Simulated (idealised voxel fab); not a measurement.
process module | voxel trench capacitor
cross-section cut | 260 nm wide | cells 5 nm
A cross-section is a grid of square cells, given in bands from the top down. A band is one or more rows of cells.
Each band's line starts with the height of the band's top and of its bottom, in nm. Then come its materials from left to right, each with its width in nm. One material with "throughout" fills the band from edge to edge. "air" is empty space.
Height 0 is the level under which the wafer as received is all one material. The lowest band goes on downwards, as in "0 down".
A width such as "30 to 40" changes by the same amount from each row of cells to the next, from the band's top row to its bottom row.
"no change" after a step means that no cell of the cross-section changed.
closed voids: empty space of 8 cells or more with no open way to the top, each as width x height at its distance from the left edge, in nm
after a step's settings: what the simulator itself notes on the step
overlay nm, on a step with a mask: how far to the right of its planned place the mask lay; to the left if negative
plan
1 op RECEIVE | material Si
2 op CONFORMAL_DEP | material SiN | thk nm 5
3 op DIRECTIONAL_DEP | material aC | thk nm 15
4 op PATTERN | tone open | mask id TRENCH | material resist | width nm 15 | pitch nm 40 | thk nm 35 | overlay nm 0
5 op DIRECTIONAL_ETCH | etch materials aC | depth nm 15
6 op STRIP | etch materials resist
7 op DIRECTIONAL_ETCH | etch materials SiN | depth nm 5
8 op DIRECTIONAL_ETCH | etch materials Si | depth nm 40
9 op STRIP | etch materials aC
10 op CONFORMAL_DEP | material Al2O3 | thk nm 5
11 op FILL_DEP | material polySi | thk nm 5
12 op CMP | height nm 5
first wafer, as planned
as received, after step 1
  0 down: Si throughout
  closed voids: none
after step 2
  5 to 0: SiN throughout
  below 0: unchanged
after step 3
  20 to 5: aC throughout
  below 5: unchanged
after step 4
  55 to 20: resist 80 | air 15 | resist 25 | air 15 | resist 25 | air 15 | resist 85
  below 20: unchanged
after step 5
  40 to 20: resist 80 | air 15 | resist 25 | air 15 | resist 25 | air 15 | resist 85
  20 to 5: aC 80 | air 15 | aC 25 | air 15 | aC 25 | air 15 | aC 85
  below 5: unchanged
after step 6
  20 to 5: aC 80 | air 15 | aC 25 | air 15 | aC 25 | air 15 | aC 85
  below 5: unchanged
after step 7
  20 to 5: aC 80 | air 15 | aC 25 | air 15 | aC 25 | air 15 | aC 85
  5 to 0: SiN 80 | air 15 | SiN 25 | air 15 | SiN 25 | air 15 | SiN 85
  below 0: unchanged
after step 8
  20 to 5: aC 80 | air 15 | aC 25 | air 15 | aC 25 | air 15 | aC 85
  5 to 0: SiN 80 | air 15 | SiN 25 | air 15 | SiN 25 | air 15 | SiN 85
  0 to -40: Si 80 | air 15 | Si 25 | air 15 | Si 25 | air 15 | Si 85
  below -40: unchanged
after step 9
  5 to 0: SiN 80 | air 15 | SiN 25 | air 15 | SiN 25 | air 15 | SiN 85
  below 0: unchanged
after step 10
  10 to 5: Al2O3 85 | air 5 | Al2O3 35 | air 5 | Al2O3 35 | air 5 | Al2O3 90
  5 to 0: SiN 80 | Al2O3 5 | air 5 | Al2O3 5 | SiN 25 | Al2O3 5 | air 5 | Al2O3 5 | SiN 25 | Al2O3 5 | air 5 | Al2O3 5 | SiN 85
  0 to -35: Si 80 | Al2O3 5 | air 5 | Al2O3 5 | Si 25 | Al2O3 5 | air 5 | Al2O3 5 | Si 25 | Al2O3 5 | air 5 | Al2O3 5 | Si 85
  -35 to -40: Si 80 | Al2O3 15 | Si 25 | Al2O3 15 | Si 25 | Al2O3 15 | Si 85
  below -40: unchanged
after step 11
  15 to 10: polySi throughout
  10 to 5: Al2O3 85 | polySi 5 | Al2O3 35 | polySi 5 | Al2O3 35 | polySi 5 | Al2O3 90
  5 to 0: SiN 80 | Al2O3 5 | polySi 5 | Al2O3 5 | SiN 25 | Al2O3 5 | polySi 5 | Al2O3 5 | SiN 25 | Al2O3 5 | polySi 5 | Al2O3 5 | SiN 85
  0 to -35: Si 80 | Al2O3 5 | polySi 5 | Al2O3 5 | Si 25 | Al2O3 5 | polySi 5 | Al2O3 5 | Si 25 | Al2O3 5 | polySi 5 | Al2O3 5 | Si 85
  below -35: unchanged
after step 12
  5 to 0: SiN 80 | Al2O3 5 | polySi 5 | Al2O3 5 | SiN 25 | Al2O3 5 | polySi 5 | Al2O3 5 | SiN 25 | Al2O3 5 | polySi 5 | Al2O3 5 | SiN 85
  below 0: unchanged
second wafer: like start, like plan, one mistake. Through step 8 it matches the first wafer
when step 9 should have ended: no change
when step 10 should have ended
  25 to 20: Al2O3 85 | air 5 | Al2O3 35 | air 5 | Al2O3 35 | air 5 | Al2O3 90
  20 to 5: aC 80 | Al2O3 5 | air 5 | Al2O3 5 | aC 25 | Al2O3 5 | air 5 | Al2O3 5 | aC 25 | Al2O3 5 | air 5 | Al2O3 5 | aC 85
  5 to 0: SiN 80 | Al2O3 5 | air 5 | Al2O3 5 | SiN 25 | Al2O3 5 | air 5 | Al2O3 5 | SiN 25 | Al2O3 5 | air 5 | Al2O3 5 | SiN 85
  0 to -35: Si 80 | Al2O3 5 | air 5 | Al2O3 5 | Si 25 | Al2O3 5 | air 5 | Al2O3 5 | Si 25 | Al2O3 5 | air 5 | Al2O3 5 | Si 85
  -35 to -40: Si 80 | Al2O3 15 | Si 25 | Al2O3 15 | Si 25 | Al2O3 15 | Si 85
  below -40: unchanged
when step 11 should have ended
  30 to 25: polySi throughout
  25 to 20: Al2O3 85 | polySi 5 | Al2O3 35 | polySi 5 | Al2O3 35 | polySi 5 | Al2O3 90
  20 to 5: aC 80 | Al2O3 5 | polySi 5 | Al2O3 5 | aC 25 | Al2O3 5 | polySi 5 | Al2O3 5 | aC 25 | Al2O3 5 | polySi 5 | Al2O3 5 | aC 85
  5 to 0: SiN 80 | Al2O3 5 | polySi 5 | Al2O3 5 | SiN 25 | Al2O3 5 | polySi 5 | Al2O3 5 | SiN 25 | Al2O3 5 | polySi 5 | Al2O3 5 | SiN 85
  0 to -35: Si 80 | Al2O3 5 | polySi 5 | Al2O3 5 | Si 25 | Al2O3 5 | polySi 5 | Al2O3 5 | Si 25 | Al2O3 5 | polySi 5 | Al2O3 5 | Si 85
  below -35: unchanged
when step 12 should have ended
  5 to 0: SiN 80 | Al2O3 5 | polySi 5 | Al2O3 5 | SiN 25 | Al2O3 5 | polySi 5 | Al2O3 5 | SiN 25 | Al2O3 5 | polySi 5 | Al2O3 5 | SiN 85
  below 0: unchanged
what went wrong: step 9 was left out
at the end the two cross-sections are the same: no effect in what this model computes
